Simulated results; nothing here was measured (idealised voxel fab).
Process module under the name voxel capacitor over wiring
Section cut is 230 nm wide and gridded with 5 nm square cells.
In what follows, cross-sections appear as grids of square cells, described through bands that run from the top down, where every band is one or more rows of cells.
Band: top height; bottom height; in nm. Then, left to right: material with width in nm, for each material. "all across": a single material spanning edge to edge. "empty": empty space.
Heights are expressed relative to 0, this being the level below which the as-received wafer comprises one material exclusively. The lowest band is unbounded in the downward direction and is denoted as in "0 down".
Quick explanation for "30 to 40": the width changes in equal steps down the rows of cells, from the first number in the band's top row to the second number in its bottom row.
Any step labelled "left unchanged" changed none of the cells in the cross-section.
"Trapped cavities": empty spaces of 8 cells or more with no open way to the top, each given as width x height at distance, distance from the left edge, all in nm.
On each step's line, the part that comes after the settings is the simulator's own comment on the step.
The setting "overlay nm" may be written on the line of a step. When the step uses a mask, the value reports how far to the right of the planned place the mask lay, and a negative value reports that it lay to the left.
From here on the document is pairs. In a pair, the cross-section before one process step comes with the cross-section after it, and the latter goes no deeper than the lowest band that changed. What lies in between, the step and its settings, is written under the pair. A pair may be from a different run of this module on the same starting wafer than the pair above it, so it continues from that pair only where its entry headed "Pre-process" says so.
-- Pre-process
	90 to 80: 65 to 60 empty; 70 to 80 aC; 95 to 90 empty
	80 to 75: 60 empty; 5 aC; 70 TiN; 5 aC; 90 empty
	75 to 70: 60 empty; 80 TiN; 90 empty
	70 to 65: HfO2 all across
	65 to 45: 65 SiO2; 5 TiN; 5 Ru; 5 TiN; 150 SiO2
	45 to 40: 65 SiCN; 15 TiN; 150 SiCN
	40 to 15: 50 SiO2; 5 SiCN; 25 Ru; 5 SiCN; 55 SiO2; 5 SiCN; 25 Ru; 5 SiCN; 55 SiO2
	15 to 10: 55 SiCN; 25 TiN; 65 SiCN; 25 TiN; 60 SiCN
	10 to 0: SiO2 all across
	0 down: Si all across
	Trapped cavities: none
-- Resultant Cross-Section
	80 to 70: 65 to 60 empty; 70 to 80 TiN; 95 to 90 empty
	Whatever lies below 70 is exactly as it was before.
	Trapped cavities: none
Quick note on the step between the two cross-sections above: STRIP, etch materials aC
Pre-process: refer to the pair immediately above; the cross-section shown after its step is the state before this one.
-- Resultant Cross-Section
	95 to 80: SiO2 all across
	80 to 70: 65 to 60 SiO2; 70 to 80 TiN; 95 to 90 SiO2
	Whatever lies below 70 is exactly as it was before.
	Trapped cavities: none
Quick note on the step between the two cross-sections above: FILL_DEP, material SiO2, thk nm 15
Pre-process: refer to the pair immediately above; the cross-section shown after its step is the state before this one.
-- Resultant Cross-Section
	90 to 80: SiO2 all across
	Whatever lies below 80 is exactly as it was before.
	Trapped cavities: none
Quick note on the step between the two cross-sections above: CMP, height nm 90
Pre-process: refer to the pair immediately above; the cross-section shown after its step is the state before this one.
-- Resultant Cross-Section
	110 to 90: 75 resist; 15 empty; 140 resist
	Whatever lies below 90 is exactly as it was before.
	Trapped cavities: none
Quick note on the step between the two cross-sections above: PATTERN, tone open, mask id PLUG_2, material resist, width nm 15, thk nm 20, overlay nm 0
Pre-process: refer to the pair immediately above; the cross-section shown after its step is the state before this one.
-- Resultant Cross-Section
	110 to 90: 75 resist; 15 empty; 140 resist
	90 to 80: 75 SiO2; 15 empty; 140 SiO2
	Whatever lies below 80 is exactly as it was before.
	Trapped cavities: none
Quick note on the step between the two cross-sections above: DIRECTIONAL_ETCH, etch materials SiO2, depth nm 10
Pre-process: refer to the pair immediately above; the cross-section shown after its step is the state before this one.
-- Resultant Cross-Section
	90 to 80: 75 SiO2; 15 empty; 140 SiO2
	Whatever lies below 80 is exactly as it was before.
	Trapped cavities: none
Quick note on the step between the two cross-sections above: STRIP, etch materials resist
Pre-process: refer to the pair immediately above; the cross-section shown after its step is the state before this one.
-- Resultant Cross-Section
	95 to 90: 80 TiN; 5 empty; 145 TiN
	90 to 85: 75 SiO2; 5 TiN; 5 empty; 5 TiN; 140 SiO2
	85 to 75: 75 to 65 SiO2; 15 to 70 TiN; 140 to 95 SiO2
	Whatever lies below 75 is exactly as it was before.
	Trapped cavities: none
Quick note on the step between the two cross-sections above: CONFORMAL_DEP, material TiN, thk nm 5
Pre-process: refer to the pair immediately above; the cross-section shown after its step is the state before this one.
-- Resultant Cross-Section
	105 to 95: W all across
	95 to 90: 80 TiN; 5 W; 145 TiN
	90 to 85: 75 SiO2; 5 TiN; 5 W; 5 TiN; 140 SiO2
	Whatever lies below 85 is exactly as it was before.
	Trapped cavities: none
Quick note on the step between the two cross-sections above: FILL_DEP, material W, thk nm 10
Pre-process: refer to the pair immediately above; the cross-section shown after its step is the state before this one.
-- Resultant Cross-Section
	90 to 85: 75 SiO2; 5 TiN; 5 W; 5 TiN; 140 SiO2
	Whatever lies below 85 is exactly as it was before.
	Trapped cavities: none
Quick note on the step between the two cross-sections above: CMP, height nm 90
Pre-process: refer to the pair immediately above; the cross-section shown after its step is the state before this one.
-- Resultant Cross-Section
	95 to 90: SiN all across
	Whatever lies below 90 is exactly as it was before.
	Trapped cavities: none
Quick note on the step between the two cross-sections above: CONFORMAL_DEP, material SiN, thk nm 5
-- Pre-process
	65 to 45: 65 SiO2; 5 TiN; 5 Ru; 5 TiN; 150 SiO2
	45 to 40: 65 SiCN; 15 TiN; 150 SiCN
	40 to 15: 50 SiO2; 5 SiCN; 25 Ru; 5 SiCN; 55 SiO2; 5 SiCN; 25 Ru; 5 SiCN; 55 SiO2
	15 to 10: 55 SiCN; 25 TiN; 65 SiCN; 25 TiN; 60 SiCN
	10 to 0: SiO2 all across
	0 down: Si all across
	Trapped cavities: none
-- Resultant Cross-Section
	80 to 65: TiN all across
	Whatever lies below 65 is exactly as it was before.
	Trapped cavities: none
Quick note on the step between the two cross-sections above: DIRECTIONAL_DEP, material TiN, thk nm 15
Pre-process: refer to the pair immediately above; the cross-section shown after its step is the state before this one.
-- Resultant Cross-Section
	85 to 80: HfO2 all across
	Whatever lies below 80 is exactly as it was before.
	Trapped cavities: none
Quick note on the step between the two cross-sections above: DIRECTIONAL_DEP, material HfO2, thk nm 5
Pre-process: refer to the pair immediately above; the cross-section shown after its step is the state before this one.
-- Resultant Cross-Section
	90 to 85: TiN all across
	Whatever lies below 85 is exactly as it was before.
	Trapped cavities: none
Quick note on the step between the two cross-sections above: DIRECTIONAL_DEP, material TiN, thk nm 5
Pre-process: refer to the pair immediately above; the cross-section shown after its step is the state before this one.
-- Resultant Cross-Section
	100 to 90: aC all across
	Whatever lies below 90 is exactly as it was before.
	Trapped cavities: none
Quick note on the step between the two cross-sections above: DIRECTIONAL_DEP, material aC, thk nm 10
Pre-process: refer to the pair immediately above; the cross-section shown after its step is the state before this one.
-- Resultant Cross-Section
	125 to 100: 65 empty; 70 resist; 95 empty
	Whatever lies below 100 is exactly as it was before.
	Trapped cavities: none
Quick note on the step between the two cross-sections above: PATTERN, tone cover, mask id UPPER_PLATE, material resist, width nm 70, thk nm 25, overlay nm 0
Pre-process: refer to the pair immediately above; the cross-section shown after its step is the state before this one.
-- Resultant Cross-Section
	115 to 100: 65 empty; 70 resist; 95 empty
	100 to 90: 65 empty; 70 aC; 95 empty
	Whatever lies below 90 is exactly as it was before.
	Trapped cavities: none
Quick note on the step between the two cross-sections above: DIRECTIONAL_ETCH, etch materials aC, depth nm 10
Pre-process: refer to the pair immediately above; the cross-section shown after its step is the state before this one.
-- Resultant Cross-Section
	100 to 90: 65 empty; 70 aC; 95 empty
	Whatever lies below 90 is exactly as it was before.
	Trapped cavities: none
Quick note on the step between the two cross-sections above: STRIP, etch materials resist
Pre-process: refer to the pair immediately above; the cross-section shown after its step is the state before this one.
-- Resultant Cross-Section
	100 to 90: 65 empty; 70 aC; 95 empty
	90 to 85: 65 empty; 70 TiN; 95 empty
	Whatever lies below 85 is exactly as it was before.
	Trapped cavities: none
Quick note on the step between the two cross-sections above: DIRECTIONAL_ETCH, etch materials TiN, depth nm 5
Pre-process: refer to the pair immediately above; the cross-section shown after its step is the state before this one.
-- Resultant Cross-Section
	100 to 90: 65 empty; 70 aC; 95 empty
	90 to 85: 65 empty; 70 TiN; 95 empty
	85 to 80: 65 empty; 70 HfO2; 95 empty
	Whatever lies below 80 is exactly as it was before.
	Trapped cavities: none
Quick note on the step between the two cross-sections above: DIRECTIONAL_ETCH, etch materials HfO2, depth nm 5
Pre-process: refer to the pair immediately above; the cross-section shown after its step is the state before this one.
-- Resultant Cross-Section
	90 to 85: 65 empty; 70 TiN; 95 empty
	Whatever lies below 85 is exactly as it was before.
	Trapped cavities: none
Quick note on the step between the two cross-sections above: STRIP, etch materials aC
Pre-process: refer to the pair immediately above; the cross-section shown after its step is the state before this one.
-- Resultant Cross-Section
	100 to 90: 65 empty; 70 aC; 95 empty
	90 to 85: 65 aC; 70 TiN; 95 aC
	85 to 80: 65 aC; 70 HfO2; 95 aC
	Whatever lies below 80 is exactly as it was before.
	Trapped cavities: none
Quick note on the step between the two cross-sections above: DIRECTIONAL_DEP, material aC, thk nm 10
Pre-process: refer to the pair immediately above; the cross-section shown after its step is the state before this one.
-- Resultant Cross-Section
	130 to 100: 60 empty; 80 resist; 90 empty
	100 to 90: 60 empty; 5 resist; 70 aC; 5 resist; 90 empty
	Whatever lies below 90 is exactly as it was before.
	Trapped cavities: none
Quick note on the step between the two cross-sections above: PATTERN, tone cover, mask id LOWER_PLATE, material resist, width nm 80, thk nm 30, overlay nm 0
Pre-process: refer to the pair immediately above; the cross-section shown after its step is the state before this one.
-- Resultant Cross-Section
	120 to 100: 60 empty; 80 resist; 90 empty
	100 to 90: 60 empty; 5 resist; 70 aC; 5 resist; 90 empty
	90 to 85: 60 empty; 5 aC; 70 TiN; 5 aC; 90 empty
	85 to 80: 60 empty; 5 aC; 70 HfO2; 5 aC; 90 empty
	Whatever lies below 80 is exactly as it was before.
	Trapped cavities: none
Quick note on the step between the two cross-sections above: DIRECTIONAL_ETCH, etch materials aC, depth nm 10
Pre-process: refer to the pair immediately above; the cross-section shown after its step is the state before this one.
-- Resultant Cross-Section
	100 to 90: 65 empty; 70 aC; 95 empty
	Whatever lies below 90 is exactly as it was before.
	Trapped cavities: none
Quick note on the step between the two cross-sections above: STRIP, etch materials resist
Pre-process: refer to the pair immediately above; the cross-section shown after its step is the state before this one.
-- Resultant Cross-Section
	100 to 90: 65 empty; 70 aC; 95 empty
	90 to 85: 60 empty; 5 aC; 70 TiN; 5 aC; 90 empty
	85 to 80: 60 empty; 5 aC; 70 HfO2; 5 aC; 90 empty
	80 to 75: 60 empty; 80 TiN; 90 empty
	Whatever lies below 75 is exactly as it was before.
	Trapped cavities: none
Quick note on the step between the two cross-sections above: DIRECTIONAL_ETCH, etch materials TiN, depth nm 5
Pre-process: refer to the pair immediately above; the cross-section shown after its step is the state before this one.
-- Resultant Cross-Section
	90 to 85: 65 empty; 70 TiN; 95 empty
	85 to 80: 65 empty; 70 HfO2; 95 empty
	Whatever lies below 80 is exactly as it was before.
	Trapped cavities: none
Quick note on the step between the two cross-sections above: STRIP, etch materials aC
Pre-process: refer to the pair immediately above; the cross-section shown after its step is the state before this one.
-- Resultant Cross-Section
	105 to 90: SiO2 all across
	90 to 85: 65 SiO2; 70 TiN; 95 SiO2
	85 to 80: 65 SiO2; 70 HfO2; 95 SiO2
	80 to 75: 60 SiO2; 80 TiN; 90 SiO2
	Whatever lies below 75 is exactly as it was before.
	Trapped cavities: none
Quick note on the step between the two cross-sections above: FILL_DEP, material SiO2, thk nm 15
Pre-process: refer to the pair immediately above; the cross-section shown after its step is the state before this one.
-- Resultant Cross-Section
	90 to 85: 65 SiO2; 70 TiN; 95 SiO2
	Whatever lies below 85 is exactly as it was before.
	Trapped cavities: none
Quick note on the step between the two cross-sections above: CMP, height nm 90
Pre-process: refer to the pair immediately above; the cross-section shown after its step is the state before this one.
-- Resultant Cross-Section
	110 to 90: 75 resist; 15 empty; 140 resist
	Whatever lies below 90 is exactly as it was before.
	Trapped cavities: none
Quick note on the step between the two cross-sections above: PATTERN, tone open, mask id PLUG_2, material resist, width nm 15, thk nm 20, overlay nm 0
Pre-process: refer to the pair immediately above; the cross-section shown after its step is the state before this one.
-- Resultant Cross-Section
	90 to 85: 65 SiO2; 70 TiN; 95 SiO2
	Whatever lies below 85 is exactly as it was before.
	Trapped cavities: none
Quick note on the step between the two cross-sections above: STRIP, etch materials resist
Pre-process: refer to the pair immediately above; the cross-section shown after its step is the state before this one.
-- Resultant Cross-Section
	95 to 90: TiN all across
	Whatever lies below 90 is exactly as it was before.
	Trapped cavities: none
Quick note on the step between the two cross-sections above: CONFORMAL_DEP, material TiN, thk nm 5
Pre-process: refer to the pair immediately above; the cross-section shown after its step is the state before this one.
-- Resultant Cross-Section
	105 to 95: W all across
	Whatever lies below 95 is exactly as it was before.
	Trapped cavities: none
Quick note on the step between the two cross-sections above: FILL_DEP, material W, thk nm 10
Pre-process: refer to the pair immediately above; the cross-section shown after its step is the state before this one.
-- Resultant Cross-Section
	90 to 85: 65 SiO2; 70 TiN; 95 SiO2
	Whatever lies below 85 is exactly as it was before.
	Trapped cavities: none
Quick note on the step between the two cross-sections above: CMP, height nm 90
Pre-process: refer to the pair immediately above; the cross-section shown after its step is the state before this one.
-- Resultant Cross-Section
	95 to 90: SiN all across
	Whatever lies below 90 is exactly as it was before.
	Trapped cavities: none
Quick note on the step between the two cross-sections above: CONFORMAL_DEP, material SiN, thk nm 5
-- Pre-process
	90 to 80: 65 empty; 70 aC; 95 empty
	80 to 75: 65 aC; 70 TiN; 95 aC
	75 to 70: 65 aC; 70 HfO2; 95 aC
	70 to 65: TiN all across
	65 to 45: 65 SiO2; 5 TiN; 5 Ru; 5 TiN; 150 SiO2
	45 to 40: 65 SiCN; 15 TiN; 150 SiCN
	40 to 15: 50 SiO2; 5 SiCN; 25 Ru; 5 SiCN; 55 SiO2; 5 SiCN; 25 Ru; 5 SiCN; 55 SiO2
	15 to 10: 55 SiCN; 25 TiN; 65 SiCN; 25 TiN; 60 SiCN
	10 to 0: SiO2 all across
	0 down: Si all across
	Trapped cavities: none
-- Resultant Cross-Section
	120 to 90: 60 empty; 85 resist; 85 empty
	90 to 80: 60 empty; 5 resist; 70 aC; 10 resist; 85 empty
	Whatever lies below 80 is exactly as it was before.
	Trapped cavities: none
Quick note on the step between the two cross-sections above: PATTERN, tone cover, mask id LOWER_PLATE, material resist, width nm 85, thk nm 30, overlay nm 0
Pre-process: refer to the pair immediately above; the cross-section shown after its step is the state before this one.
-- Resultant Cross-Section
	110 to 90: 60 empty; 85 resist; 85 empty
	90 to 80: 60 empty; 5 resist; 70 aC; 10 resist; 85 empty
	80 to 75: 60 empty; 5 aC; 70 TiN; 10 aC; 85 empty
	75 to 70: 60 empty; 5 aC; 70 HfO2; 10 aC; 85 empty
	Whatever lies below 70 is exactly as it was before.
	Trapped cavities: none
Quick note on the step between the two cross-sections above: DIRECTIONAL_ETCH, etch materials aC, depth nm 10
Pre-process: refer to the pair immediately above; the cross-section shown after its step is the state before this one.
-- Resultant Cross-Section
	90 to 80: 65 empty; 70 aC; 95 empty
	Whatever lies below 80 is exactly as it was before.
	Trapped cavities: none
Quick note on the step between the two cross-sections above: STRIP, etch materials resist
Pre-process: refer to the pair immediately above; the cross-section shown after its step is the state before this one.
-- Resultant Cross-Section
	90 to 80: 65 empty; 70 aC; 95 empty
	80 to 75: 60 empty; 5 aC; 70 TiN; 10 aC; 85 empty
	75 to 70: 60 empty; 5 aC; 70 HfO2; 10 aC; 85 empty
	70 to 65: 60 empty; 85 TiN; 85 empty
	Whatever lies below 65 is exactly as it was before.
	Trapped cavities: none
Quick note on the step between the two cross-sections above: DIRECTIONAL_ETCH, etch materials TiN, depth nm 5
Pre-process: refer to the pair immediately above; the cross-section shown after its step is the state before this one.
-- Resultant Cross-Section
	80 to 75: 65 empty; 70 TiN; 95 empty
	75 to 70: 65 empty; 70 HfO2; 95 empty
	Whatever lies below 70 is exactly as it was before.
	Trapped cavities: none
Quick note on the step between the two cross-sections above: STRIP, etch materials aC
Pre-process: refer to the pair immediately above; the cross-section shown after its step is the state before this one.
-- Resultant Cross-Section
	95 to 80: SiO2 all across
	80 to 75: 65 SiO2; 70 TiN; 95 SiO2
	75 to 70: 65 SiO2; 70 HfO2; 95 SiO2
	70 to 65: 60 SiO2; 85 TiN; 85 SiO2
	Whatever lies below 65 is exactly as it was before.
	Trapped cavities: none
Quick note on the step between the two cross-sections above: FILL_DEP, material SiO2, thk nm 15
Pre-process: refer to the pair immediately above; the cross-section shown after its step is the state before this one.
-- Resultant Cross-Section
	90 to 80: SiO2 all across
	Whatever lies below 80 is exactly as it was before.
	Trapped cavities: none
Quick note on the step between the two cross-sections above: CMP, height nm 90
Pre-process: refer to the pair immediately above; the cross-section shown after its step is the state before this one.
-- Resultant Cross-Section
	110 to 90: 75 resist; 15 empty; 140 resist
	Whatever lies below 90 is exactly as it was before.
	Trapped cavities: none
Quick note on the step between the two cross-sections above: PATTERN, tone open, mask id PLUG_2, material resist, width nm 15, thk nm 20, overlay nm 0
Pre-process: refer to the pair immediately above; the cross-section shown after its step is the state before this one.
-- Resultant Cross-Section
	110 to 90: 75 resist; 15 empty; 140 resist
	90 to 80: 75 SiO2; 15 empty; 140 SiO2
	Whatever lies below 80 is exactly as it was before.
	Trapped cavities: none
Quick note on the step between the two cross-sections above: DIRECTIONAL_ETCH, etch materials SiO2, depth nm 10
Pre-process: refer to the pair immediately above; the cross-section shown after its step is the state before this one.
-- Resultant Cross-Section
	90 to 80: 75 SiO2; 15 empty; 140 SiO2
	Whatever lies below 80 is exactly as it was before.
	Trapped cavities: none
Quick note on the step between the two cross-sections above: STRIP, etch materials resist
Pre-process: refer to the pair immediately above; the cross-section shown after its step is the state before this one.
-- Resultant Cross-Section
	95 to 90: 80 TiN; 5 empty; 145 TiN
	90 to 85: 75 SiO2; 5 TiN; 5 empty; 5 TiN; 140 SiO2
	85 to 75: 75 to 65 SiO2; 15 to 70 TiN; 140 to 95 SiO2
	Whatever lies below 75 is exactly as it was before.
	Trapped cavities: none
Quick note on the step between the two cross-sections above: CONFORMAL_DEP, material TiN, thk nm 5
Pre-process: refer to the pair immediately above; the cross-section shown after its step is the state before this one.
-- Resultant Cross-Section
	105 to 95: W all across
	95 to 90: 80 TiN; 5 W; 145 TiN
	90 to 85: 75 SiO2; 5 TiN; 5 W; 5 TiN; 140 SiO2
	Whatever lies below 85 is exactly as it was before.
	Trapped cavities: none
Quick note on the step between the two cross-sections above: FILL_DEP, material W, thk nm 10
Pre-process: refer to the pair immediately above; the cross-section shown after its step is the state before this one.
-- Resultant Cross-Section
	90 to 85: 75 SiO2; 5 TiN; 5 W; 5 TiN; 140 SiO2
	Whatever lies below 85 is exactly as it was before.
	Trapped cavities: none
Quick note on the step between the two cross-sections above: CMP, height nm 90
Pre-process: refer to the pair immediately above; the cross-section shown after its step is the state before this one.
-- Resultant Cross-Section
	95 to 90: SiN all across
	Whatever lies below 90 is exactly as it was before.
	Trapped cavities: none
Quick note on the step between the two cross-sections above: CONFORMAL_DEP, material SiN, thk nm 5
-- Pre-process
	90 to 80: aC all across
	80 to 75: TiN all across
	75 to 70: HfO2 all across
	70 to 65: TiN all across
	65 to 45: 65 SiO2; 5 TiN; 5 Ru; 5 TiN; 150 SiO2
	45 to 40: 65 SiCN; 15 TiN; 150 SiCN
	40 to 15: 50 SiO2; 5 SiCN; 25 Ru; 5 SiCN; 55 SiO2; 5 SiCN; 25 Ru; 5 SiCN; 55 SiO2
	15 to 10: 55 SiCN; 25 TiN; 65 SiCN; 25 TiN; 60 SiCN
	10 to 0: SiO2 all across
	0 down: Si all across
	Trapped cavities: none
-- Resultant Cross-Section
	115 to 90: 70 empty; 70 resist; 90 empty
	Whatever lies below 90 is exactly as it was before.
	Trapped cavities: none
Quick note on the step between the two cross-sections above: PATTERN, tone cover, mask id UPPER_PLATE, material resist, width nm 70, thk nm 25, overlay nm 5
Pre-process: refer to the pair immediately above; the cross-section shown after its step is the state before this one.
-- Resultant Cross-Section
	105 to 90: 70 empty; 70 resist; 90 empty
	90 to 80: 70 empty; 70 aC; 90 empty
	Whatever lies below 80 is exactly as it was before.
	Trapped cavities: none
Quick note on the step between the two cross-sections above: DIRECTIONAL_ETCH, etch materials aC, depth nm 10
Pre-process: refer to the pair immediately above; the cross-section shown after its step is the state before this one.
-- Resultant Cross-Section
	90 to 80: 70 empty; 70 aC; 90 empty
	Whatever lies below 80 is exactly as it was before.
	Trapped cavities: none
Quick note on the step between the two cross-sections above: STRIP, etch materials resist
Pre-process: refer to the pair immediately above; the cross-section shown after its step is the state before this one.
-- Resultant Cross-Section
	90 to 80: 70 empty; 70 aC; 90 empty
	80 to 75: 70 empty; 70 TiN; 90 empty
	Whatever lies below 75 is exactly as it was before.
	Trapped cavities: none
Quick note on the step between the two cross-sections above: DIRECTIONAL_ETCH, etch materials TiN, depth nm 5
Pre-process: refer to the pair immediately above; the cross-section shown after its step is the state before this one.
-- Resultant Cross-Section
	90 to 80: 70 empty; 70 aC; 90 empty
	80 to 75: 70 empty; 70 TiN; 90 empty
	75 to 70: 70 empty; 70 HfO2; 90 empty
	Whatever lies below 70 is exactly as it was before.
	Trapped cavities: none
Quick note on the step between the two cross-sections above: DIRECTIONAL_ETCH, etch materials HfO2, depth nm 5
Pre-process: refer to the pair immediately above; the cross-section shown after its step is the state before this one.
-- Resultant Cross-Section
	80 to 75: 70 empty; 70 TiN; 90 empty
	Whatever lies below 75 is exactly as it was before.
	Trapped cavities: none
Quick note on the step between the two cross-sections above: STRIP, etch materials aC
Pre-process: refer to the pair immediately above; the cross-section shown after its step is the state before this one.
-- Resultant Cross-Section
	90 to 80: 70 empty; 70 aC; 90 empty
	80 to 75: 70 aC; 70 TiN; 90 aC
	75 to 70: 70 aC; 70 HfO2; 90 aC
	Whatever lies below 70 is exactly as it was before.
	Trapped cavities: none
Quick note on the step between the two cross-sections above: DIRECTIONAL_DEP, material aC, thk nm 10
Pre-process: refer to the pair immediately above; the cross-section shown after its step is the state before this one.
-- Resultant Cross-Section
	120 to 90: 60 empty; 80 resist; 90 empty
	90 to 80: 60 empty; 10 resist; 70 aC; 90 empty
	Whatever lies below 80 is exactly as it was before.
	Trapped cavities: none
Quick note on the step between the two cross-sections above: PATTERN, tone cover, mask id LOWER_PLATE, material resist, width nm 80, thk nm 30, overlay nm 0
Pre-process: refer to the pair immediately above; the cross-section shown after its step is the state before this one.
-- Resultant Cross-Section
	110 to 90: 60 empty; 80 resist; 90 empty
	90 to 80: 60 empty; 10 resist; 70 aC; 90 empty
	80 to 75: 60 empty; 10 aC; 70 TiN; 90 empty
	75 to 70: 60 empty; 10 aC; 70 HfO2; 90 empty
	Whatever lies below 70 is exactly as it was before.
	Trapped cavities: none
Quick note on the step between the two cross-sections above: DIRECTIONAL_ETCH, etch materials aC, depth nm 10
Pre-process: refer to the pair immediately above; the cross-section shown after its step is the state before this one.
-- Resultant Cross-Section
	90 to 80: 70 empty; 70 aC; 90 empty
	Whatever lies below 80 is exactly as it was before.
	Trapped cavities: none
Quick note on the step between the two cross-sections above: STRIP, etch materials resist
Pre-process: refer to the pair immediately above; the cross-section shown after its step is the state before this one.
-- Resultant Cross-Section
	90 to 80: 70 empty; 70 aC; 90 empty
	80 to 75: 60 empty; 10 aC; 70 TiN; 90 empty
	75 to 70: 60 empty; 10 aC; 70 HfO2; 90 empty
	70 to 65: 60 empty; 80 TiN; 90 empty
	Whatever lies below 65 is exactly as it was before.
	Trapped cavities: none
Quick note on the step between the two cross-sections above: DIRECTIONAL_ETCH, etch materials TiN, depth nm 5
Pre-process: refer to the pair immediately above; the cross-section shown after its step is the state before this one.
-- Resultant Cross-Section
	80 to 75: 70 empty; 70 TiN; 90 empty
	75 to 70: 70 empty; 70 HfO2; 90 empty
	Whatever lies below 70 is exactly as it was before.
	Trapped cavities: none
Quick note on the step between the two cross-sections above: STRIP, etch materials aC
Pre-process: refer to the pair immediately above; the cross-section shown after its step is the state before this one.
-- Resultant Cross-Section
	95 to 80: SiO2 all across
	80 to 75: 70 SiO2; 70 TiN; 90 SiO2
	75 to 70: 70 SiO2; 70 HfO2; 90 SiO2
	70 to 65: 60 SiO2; 80 TiN; 90 SiO2
	Whatever lies below 65 is exactly as it was before.
	Trapped cavities: none
Quick note on the step between the two cross-sections above: FILL_DEP, material SiO2, thk nm 15
Pre-process: refer to the pair immediately above; the cross-section shown after its step is the state before this one.
-- Resultant Cross-Section
	90 to 80: SiO2 all across
	Whatever lies below 80 is exactly as it was before.
	Trapped cavities: none
Quick note on the step between the two cross-sections above: CMP, height nm 90
Pre-process: refer to the pair immediately above; the cross-section shown after its step is the state before this one.
-- Resultant Cross-Section
	110 to 90: 75 resist; 15 empty; 140 resist
	Whatever lies below 90 is exactly as it was before.
	Trapped cavities: none
Quick note on the step between the two cross-sections above: PATTERN, tone open, mask id PLUG_2, material resist, width nm 15, thk nm 20, overlay nm 0
Pre-process: refer to the pair immediately above; the cross-section shown after its step is the state before this one.
-- Resultant Cross-Section
	110 to 90: 75 resist; 15 empty; 140 resist
	90 to 80: 75 SiO2; 15 empty; 140 SiO2
	Whatever lies below 80 is exactly as it was before.
	Trapped cavities: none
Quick note on the step between the two cross-sections above: DIRECTIONAL_ETCH, etch materials SiO2, depth nm 10
Pre-process: refer to the pair immediately above; the cross-section shown after its step is the state before this one.
-- Resultant Cross-Section
	90 to 80: 75 SiO2; 15 empty; 140 SiO2
	Whatever lies below 80 is exactly as it was before.
	Trapped cavities: none
Quick note on the step between the two cross-sections above: STRIP, etch materials resist
Pre-process: refer to the pair immediately above; the cross-section shown after its step is the state before this one.
-- Resultant Cross-Section
	95 to 90: 80 TiN; 5 empty; 145 TiN
	90 to 85: 75 SiO2; 5 TiN; 5 empty; 5 TiN; 140 SiO2
	85 to 75: 75 to 70 SiO2; 15 to 70 TiN; 140 to 90 SiO2
	Whatever lies below 75 is exactly as it was before.
	Trapped cavities: none
Quick note on the step between the two cross-sections above: CONFORMAL_DEP, material TiN, thk nm 5
Pre-process: refer to the pair immediately above; the cross-section shown after its step is the state before this one.
-- Resultant Cross-Section
	105 to 95: W all across
	95 to 90: 80 TiN; 5 W; 145 TiN
	90 to 85: 75 SiO2; 5 TiN; 5 W; 5 TiN; 140 SiO2
	Whatever lies below 85 is exactly as it was before.
	Trapped cavities: none
Quick note on the step between the two cross-sections above: FILL_DEP, material W, thk nm 10
Pre-process: refer to the pair immediately above; the cross-section shown after its step is the state before this one.
-- Resultant Cross-Section
	90 to 85: 75 SiO2; 5 TiN; 5 W; 5 TiN; 140 SiO2
	Whatever lies below 85 is exactly as it was before.
	Trapped cavities: none
Quick note on the step between the two cross-sections above: CMP, height nm 90
Pre-process: refer to the pair immediately above; the cross-section shown after its step is the state before this one.
-- Resultant Cross-Section
	95 to 90: SiN all across
	Whatever lies below 90 is exactly as it was before.
	Trapped cavities: none
Quick note on the step between the two cross-sections above: CONFORMAL_DEP, material SiN, thk nm 5
-- Pre-process
	95 to 90: 80 TiN; 5 empty; 145 TiN
	90 to 85: 75 SiO2; 5 TiN; 5 empty; 5 TiN; 140 SiO2
	85 to 75: 75 to 65 SiO2; 15 to 70 TiN; 140 to 95 SiO2
	75 to 70: 65 SiO2; 70 HfO2; 95 SiO2
	70 to 65: 60 SiO2; 80 TiN; 90 SiO2
	65 to 45: 65 SiO2; 5 TiN; 5 Ru; 5 TiN; 150 SiO2
	45 to 40: 65 SiCN; 15 TiN; 150 SiCN
	40 to 15: 50 SiO2; 5 SiCN; 25 Ru; 5 SiCN; 55 SiO2; 5 SiCN; 25 Ru; 5 SiCN; 55 SiO2
	15 to 10: 55 SiCN; 25 TiN; 65 SiCN; 25 TiN; 60 SiCN
	10 to 0: SiO2 all across
	0 down: Si all across
	Trapped cavities: none
-- Resultant Cross-Section
	105 to 95: aC all across
	95 to 90: 80 TiN; 5 aC; 145 TiN
	90 to 85: 75 SiO2; 5 TiN; 5 aC; 5 TiN; 140 SiO2
	Whatever lies below 85 is exactly as it was before.
	Trapped cavities: none
Quick note on the step between the two cross-sections above: FILL_DEP, material aC, thk nm 10
Pre-process: refer to the pair immediately above; the cross-section shown after its step is the state before this one.
-- Resultant Cross-Section
	90 to 85: 75 SiO2; 5 TiN; 5 aC; 5 TiN; 140 SiO2
	Whatever lies below 85 is exactly as it was before.
	Trapped cavities: none
Quick note on the step between the two cross-sections above: CMP, height nm 90
Pre-process: refer to the pair immediately above; the cross-section shown after its step is the state before this one.
-- Resultant Cross-Section
	95 to 90: SiN all across
	Whatever lies below 90 is exactly as it was before.
	Trapped cavities: none
Quick note on the step between the two cross-sections above: CONFORMAL_DEP, material SiN, thk nm 5
-- Pre-process
	55 to 40: aC all across
	40 to 15: Ru all across
	15 to 10: TiN all across
	10 to 0: SiO2 all across
	0 down: Si all across
	Trapped cavities: none
-- Resultant Cross-Section
	85 to 55: 55 resist; 25 empty; 65 resist; 25 empty; 60 resist
	Whatever lies below 55 is exactly as it was before.
	Trapped cavities: none
Quick note on the step between the two cross-sections above: PATTERN, tone open, mask id METAL_1, material resist, width nm 25, pitch nm 90, thk nm 30, overlay nm 0
Pre-process: refer to the pair immediately above; the cross-section shown after its step is the state before this one.
-- Resultant Cross-Section
	70 to 55: 55 resist; 25 empty; 65 resist; 25 empty; 60 resist
	55 to 40: 55 aC; 25 empty; 65 aC; 25 empty; 60 aC
	Whatever lies below 40 is exactly as it was before.
	Trapped cavities: none
Quick note on the step between the two cross-sections above: DIRECTIONAL_ETCH, etch materials aC, depth nm 15
Pre-process: refer to the pair immediately above; the cross-section shown after its step is the state before this one.
-- Resultant Cross-Section
	55 to 40: 55 aC; 25 empty; 65 aC; 25 empty; 60 aC
	Whatever lies below 40 is exactly as it was before.
	Trapped cavities: none
Quick note on the step between the two cross-sections above: STRIP, etch materials resist
Pre-process: refer to the pair immediately above; the cross-section shown after its step is the state before this one.
-- Resultant Cross-Section
	55 to 40: 55 aC; 25 empty; 65 aC; 25 empty; 60 aC
	40 to 15: 55 Ru; 25 empty; 65 Ru; 25 empty; 60 Ru
	Whatever lies below 15 is exactly as it was before.
	Trapped cavities: none
Quick note on the step between the two cross-sections above: DIRECTIONAL_ETCH, etch materials Ru, depth nm 25
